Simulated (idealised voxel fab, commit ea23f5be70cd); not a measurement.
The name of this process module is voxel gate over fins.
Cross-section cut spans 265 nm and uses square cells 5 nm in size.
Format of a cross-section: grid, square cells. Given as bands. Order: top down. Band: one or more rows of cells.
Quick guide to a band line: top height, bottom height (nm) up front; then every material left to right with its width in nm. Only one material and it's marked "all across"? Then it fills the band edge to edge. And "air" just means empty space.
Height 0 is the level under which the wafer as received is all one material. The lowest band goes on downwards, as in "0 nm and below".
When a width is written as two numbers, as in "30 to 40", the first number is the width in the top row of cells of the band and the second is the width in its bottom row, and the width changes by the same amount from each row to the next.
"remained the same" after a step means that no cell of the cross-section changed.
What "Closed void inventory" gives you is every empty space of 8 cells or more that is cut off from the top. Each appears as width x height at distance, with the distance taken from the left edge and width, height and distance all in nm.
What comes after the settings on a step's line is commentary from the simulator itself on that step.
When a step includes a mask, the "overlay nm" setting on its line states how far to the right of its planned place that mask lay, and negative values state how far to the left.

### The process steps that were planned are listed below
1) RECEIVE: material Si
2) CONFORMAL_DEP: material SiN, thk nm 5
3) MASKED_ETCH: tone cover, mask id FINS, width nm 15, pitch nm 50, etch materials SiN, depth nm 5, overlay nm 0
4) MASKED_ETCH: tone cover, mask id FINS, width nm 15, pitch nm 50, etch materials Si, depth nm 35, overlay nm 0
5) FILL_DEP: material SiO2, thk nm 5
6) CMP: height nm 5
7) DIRECTIONAL_DEP: material aC, thk nm 15
8) PATTERN: tone open, mask id RAIL, material resist, width nm 15, thk nm 35, overlay nm 0
9) DIRECTIONAL_ETCH: etch materials aC, depth nm 15
10) STRIP: etch materials resist
11) DIRECTIONAL_ETCH: etch materials SiO2, depth nm 35
12) STRIP: etch materials aC
13) CONFORMAL_DEP: material TiN, thk nm 5
14) FILL_DEP: material W, thk nm 5
15) CMP: height nm 5
16) SELECTIVE_ETCH: etch materials W Ru TiN, depth nm 30
17) FILL_DEP: material SiO2, thk nm 5
18) CMP: height nm 5
19) SELECTIVE_ETCH: etch materials SiO2, depth nm 20
20) STRIP: etch materials SiN
21) CONFORMAL_DEP: material HfO2, thk nm 5
22) CONFORMAL_DEP: material TiN, thk nm 5
23) FILL_DEP: material W, thk nm 15
24) CMP: height nm 20
25) CONFORMAL_DEP: material SiN, thk nm 10
The wafers in this document start out alike and differ in the width nm applied at step 8; the plan shows the value used for the first wafer.

### As-received state after step 1, first of several wafers, cross-section
	0 nm and below = Si all across
	Closed void inventory: none

### Cross-sectional representation of the first of several wafers at the end of the module, i.e. after its terminal step, step 25
	30 nm to 20 nm = SiN all across
	20 nm to 10 nm = W all across
	10 nm to 5 nm = 65 nm W / 35 nm TiN / 15 nm W / 35 nm TiN / 15 nm W / 35 nm TiN / 65 nm W
	5 nm to 0 nm = 65 nm W / 5 nm TiN / 25 nm HfO2 / 5 nm TiN / 15 nm W / 5 nm TiN / 25 nm HfO2 / 5 nm TiN / 15 nm W / 5 nm TiN / 25 nm HfO2 / 5 nm TiN / 65 nm W
	0 nm to -5 nm = 65 nm W / 5 nm TiN / 5 nm HfO2 / 15 nm Si / 5 nm HfO2 / 5 nm TiN / 15 nm W / 5 nm TiN / 5 nm HfO2 / 15 nm Si / 5 nm HfO2 / 5 nm TiN / 15 nm W / 5 nm TiN / 5 nm HfO2 / 15 nm Si / 5 nm HfO2 / 5 nm TiN / 65 nm W
	-5 nm to -10 nm = 70 nm TiN / 5 nm HfO2 / 15 nm Si / 5 nm HfO2 / 25 nm TiN / 5 nm HfO2 / 15 nm Si / 5 nm HfO2 / 25 nm TiN / 5 nm HfO2 / 15 nm Si / 5 nm HfO2 / 70 nm TiN
	-10 nm to -15 nm = 75 nm HfO2 / 15 nm Si / 35 nm HfO2 / 15 nm Si / 35 nm HfO2 / 15 nm Si / 75 nm HfO2
	-15 nm to -25 nm = 75 nm SiO2 / 15 nm Si / 35 nm SiO2 / 15 nm Si / 35 nm SiO2 / 15 nm Si / 75 nm SiO2
	-25 nm to -30 nm = 75 nm SiO2 / 15 nm Si / 10 nm SiO2 / 15 nm TiN / 10 nm SiO2 / 15 nm Si / 35 nm SiO2 / 15 nm Si / 75 nm SiO2
	-30 nm to -35 nm = 75 nm SiO2 / 15 nm Si / 35 nm SiO2 / 15 nm Si / 35 nm SiO2 / 15 nm Si / 75 nm SiO2
	-35 nm and below = Si all across
	Closed void inventory: none

### The last wafer as seen in cross-section at the end of the module
	30 nm to 20 nm = SiN all across
	20 nm to 10 nm = W all across
	10 nm to 5 nm = 65 nm W / 35 nm TiN / 15 nm W / 35 nm TiN / 15 nm W / 35 nm TiN / 65 nm W
	5 nm to 0 nm = 65 nm W / 5 nm TiN / 25 nm HfO2 / 5 nm TiN / 15 nm W / 5 nm TiN / 25 nm HfO2 / 5 nm TiN / 15 nm W / 5 nm TiN / 25 nm HfO2 / 5 nm TiN / 65 nm W
	0 nm to -5 nm = 65 nm W / 5 nm TiN / 5 nm HfO2 / 15 nm Si / 5 nm HfO2 / 5 nm TiN / 15 nm W / 5 nm TiN / 5 nm HfO2 / 15 nm Si / 5 nm HfO2 / 5 nm TiN / 15 nm W / 5 nm TiN / 5 nm HfO2 / 15 nm Si / 5 nm HfO2 / 5 nm TiN / 65 nm W
	-5 nm to -10 nm = 70 nm TiN / 5 nm HfO2 / 15 nm Si / 5 nm HfO2 / 25 nm TiN / 5 nm HfO2 / 15 nm Si / 5 nm HfO2 / 25 nm TiN / 5 nm HfO2 / 15 nm Si / 5 nm HfO2 / 70 nm TiN
	-10 nm to -15 nm = 75 nm HfO2 / 15 nm Si / 35 nm HfO2 / 15 nm Si / 35 nm HfO2 / 15 nm Si / 75 nm HfO2
	-15 nm to -25 nm = 75 nm SiO2 / 15 nm Si / 35 nm SiO2 / 15 nm Si / 35 nm SiO2 / 15 nm Si / 75 nm SiO2
	-25 nm to -30 nm = 75 nm SiO2 / 15 nm Si / 5 nm SiO2 / 30 nm TiN / 15 nm Si / 35 nm SiO2 / 15 nm Si / 75 nm SiO2
	-30 nm to -35 nm = 75 nm SiO2 / 15 nm Si / 35 nm SiO2 / 15 nm Si / 35 nm SiO2 / 15 nm Si / 75 nm SiO2
	-35 nm and below = Si all across
	Closed void inventory: none

### What follows is a table in which each wafer occupies a row; for the wafer as it stands at the close of the module, the row states, material by material, how many cells have been gained (+) or lost (-) since receipt, and then gives its closed voids
width nm 15, +71 HfO2, -308 Si, +106 SiN, +173 SiO2, +74 TiN, +202 W, Closed void inventory: none
width nm 20, +71 HfO2, -308 Si, +106 SiN, +172 SiO2, +75 TiN, +202 W, Closed void inventory: none
width nm 25, +71 HfO2, -308 Si, +106 SiN, +171 SiO2, +76 TiN, +202 W, Closed void inventory: none
width nm 30, +71 HfO2, -308 Si, +106 SiN, +170 SiO2, +77 TiN, +202 W, Closed void inventory: none
